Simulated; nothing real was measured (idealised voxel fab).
The process module presented herein is designated voxel wiring stack.
This is section cut - it's 210 nm across, gridded in 5 nm square cells.
Heads up, the way a cross-section reads in here is a grid of square cells, handed over as bands from the top down, with every band being one or more rows of cells. Heights first: top, then bottom, in nm. Then materials, left to right, each with a width in nm. "edge to edge" on a single material: fills the band edge to edge. "empty": empty space. Height reference: 0 = level under which incoming wafer is all one material. Lowest band: no bottom, runs on downward, e.g. "0 nm and below". The notation "30->40" denotes a width that varies across the rows of cells in the band, beginning at the first number in the top row, finishing at the second number in the bottom row, and changing by an identical amount from each row to the next. Step note "nothing got changed" = no cross-section cell changed. "Enclosed void listing" contains a list of empty spaces, each no smaller than 8 cells and without an open way to the top, written in the form width x height at distance with the distance from the left edge and all three in nm. Past the settings on a step's line: simulator remark, on that step. The "overlay nm" setting may appear on a step's line; for a step that uses a mask, it gives how far to the right of its planned position the mask lay, and a negative value indicates the left.
The steps planned for the process are as follows:
1 RECEIVE with material Si
2 CONFORMAL_DEP with material SiO2, thk nm 10
3 CONFORMAL_DEP with material SiN, thk nm 5
4 DIRECTIONAL_DEP with material SiO2, thk nm 25
5 DIRECTIONAL_DEP with material aC, thk nm 10
6 PATTERN with tone open, mask id METAL_1, material resist, width nm 25, pitch nm 50, thk nm 30, overlay nm 0
7 DIRECTIONAL_ETCH with etch materials aC, depth nm 10
8 STRIP with etch materials resist
9 DIRECTIONAL_ETCH with etch materials SiO2, depth nm 25
10 DIRECTIONAL_ETCH with etch materials SiN, depth nm 5
11 STRIP with etch materials aC
12 CONFORMAL_DEP with material TiN, thk nm 5
13 FILL_DEP with material Cu, thk nm 5
14 CMP with height nm 40
15 CONFORMAL_DEP with material SiCN, thk nm 5
16 DIRECTIONAL_DEP with material SiO2, thk nm 25
17 MASKED_ETCH with tone open, mask id METAL_2_HOLES, width nm 15, pitch nm 50, etch materials SiO2, depth nm 25, overlay nm 0
18 MASKED_ETCH with tone open, mask id METAL_2, width nm 25, pitch nm 50, etch materials SiO2, depth nm 15, overlay nm 0
19 MASKED_ETCH with tone open, mask id METAL_2, width nm 25, pitch nm 50, etch materials SiCN, depth nm 5, overlay nm 0
20 CONFORMAL_DEP with material TiN, thk nm 5
21 FILL_DEP with material Cu, thk nm 10
22 CMP with height nm 70
23 CONFORMAL_DEP with material SiCN, thk nm 5
24 DIRECTIONAL_DEP with material lowk, thk nm 35
25 PATTERN with tone open, mask id METAL_3, material resist, width nm 25, pitch nm 50, thk nm 15, overlay nm 0
26 DIRECTIONAL_ETCH with etch materials lowk, depth nm 20
27 STRIP with etch materials resist
28 DIRECTIONAL_DEP with material aC, thk nm 15
29 PATTERN with tone open, mask id METAL_3_HOLES, material resist, width nm 15, pitch nm 50, thk nm 35, overlay nm 0
30 DIRECTIONAL_ETCH with etch materials aC, depth nm 15
31 STRIP with etch materials resist
32 DIRECTIONAL_ETCH with etch materials lowk, depth nm 15
33 DIRECTIONAL_ETCH with etch materials SiCN, depth nm 5
34 STRIP with etch materials aC
35 CONFORMAL_DEP with material TiN, thk nm 5
36 FILL_DEP with material Cu, thk nm 5
37 CMP with height nm 110
38 CONFORMAL_DEP with material SiN, thk nm 5
Shown in cross-section is the wafer as received, that is, as it stands after step 1:
0 nm and below | Si edge to edge
Enclosed void listing: none
A wafer at the end: this start, this plan, one mistake:
115 nm to 110 nm | SiN edge to edge
110 nm to 95 nm | 15 of lowk, then 5 of TiN, then 15 of Cu, then 5 of TiN, then 25 of lowk, then 5 of TiN, then 15 of Cu, then 5 of TiN, then 25 of lowk, then 5 of TiN, then 15 of Cu, then 5 of TiN, then 25 of lowk, then 5 of TiN, then 15 of Cu, then 5 of TiN, then 20 of lowk
95 nm to 90 nm | 15 of lowk, then 5 of TiN, then 5 of Cu, then 15 of TiN, then 25 of lowk, then 5 of TiN, then 5 of Cu, then 15 of TiN, then 25 of lowk, then 5 of TiN, then 5 of Cu, then 15 of TiN, then 25 of lowk, then 5 of TiN, then 5 of Cu, then 15 of TiN, then 20 of lowk
90 nm to 75 nm | 15 of lowk, then 5 of TiN, then 5 of Cu, then 5 of TiN, then 35 of lowk, then 5 of TiN, then 5 of Cu, then 5 of TiN, then 35 of lowk, then 5 of TiN, then 5 of Cu, then 5 of TiN, then 35 of lowk, then 5 of TiN, then 5 of Cu, then 5 of TiN, then 30 of lowk
75 nm to 70 nm | 15 of SiCN, then 15 of TiN, then 35 of SiCN, then 15 of TiN, then 35 of SiCN, then 15 of TiN, then 35 of SiCN, then 15 of TiN, then 30 of SiCN
70 nm to 60 nm | 25 of Cu, then 5 of TiN, then 10 of SiO2, then 5 of TiN, then 30 of Cu, then 5 of TiN, then 10 of SiO2, then 5 of TiN, then 30 of Cu, then 5 of TiN, then 10 of SiO2, then 5 of TiN, then 30 of Cu, then 5 of TiN, then 10 of SiO2, then 5 of TiN, then 15 of Cu
60 nm to 55 nm | 20 of TiN, then 5 of Cu, then 5 of TiN, then 10 of SiO2, then 30 of TiN, then 5 of Cu, then 5 of TiN, then 10 of SiO2, then 30 of TiN, then 5 of Cu, then 5 of TiN, then 10 of SiO2, then 30 of TiN, then 5 of Cu, then 5 of TiN, then 10 of SiO2, then 20 of TiN
55 nm to 45 nm | 15 of SiO2, then 5 of TiN, then 5 of Cu, then 5 of TiN, then 35 of SiO2, then 5 of TiN, then 5 of Cu, then 5 of TiN, then 35 of SiO2, then 5 of TiN, then 5 of Cu, then 5 of TiN, then 35 of SiO2, then 5 of TiN, then 5 of Cu, then 5 of TiN, then 30 of SiO2
45 nm to 40 nm | 15 of SiCN, then 15 of TiN, then 35 of SiCN, then 15 of TiN, then 35 of SiCN, then 15 of TiN, then 35 of SiCN, then 15 of TiN, then 30 of SiCN
40 nm to 15 nm | 15 of SiO2, then 5 of TiN, then 15 of Cu, then 5 of TiN, then 25 of SiO2, then 5 of TiN, then 15 of Cu, then 5 of TiN, then 25 of SiO2, then 5 of TiN, then 15 of Cu, then 5 of TiN, then 25 of SiO2, then 5 of TiN, then 15 of Cu, then 5 of TiN, then 20 of SiO2
15 nm to 10 nm | 15 of SiN, then 25 of TiN, then 25 of SiN, then 25 of TiN, then 25 of SiN, then 25 of TiN, then 25 of SiN, then 25 of TiN, then 20 of SiN
10 nm to 0 nm | SiO2 edge to edge
0 nm and below | Si edge to edge
Enclosed void listing: none
It is concluded that the wafer was processed incorrectly with respect to the plan, in that step 18 ran as: MASKED_ETCH with tone cover, mask id METAL_2, width nm 25, pitch nm 50, etch materials SiO2, depth nm 15, overlay nm 0
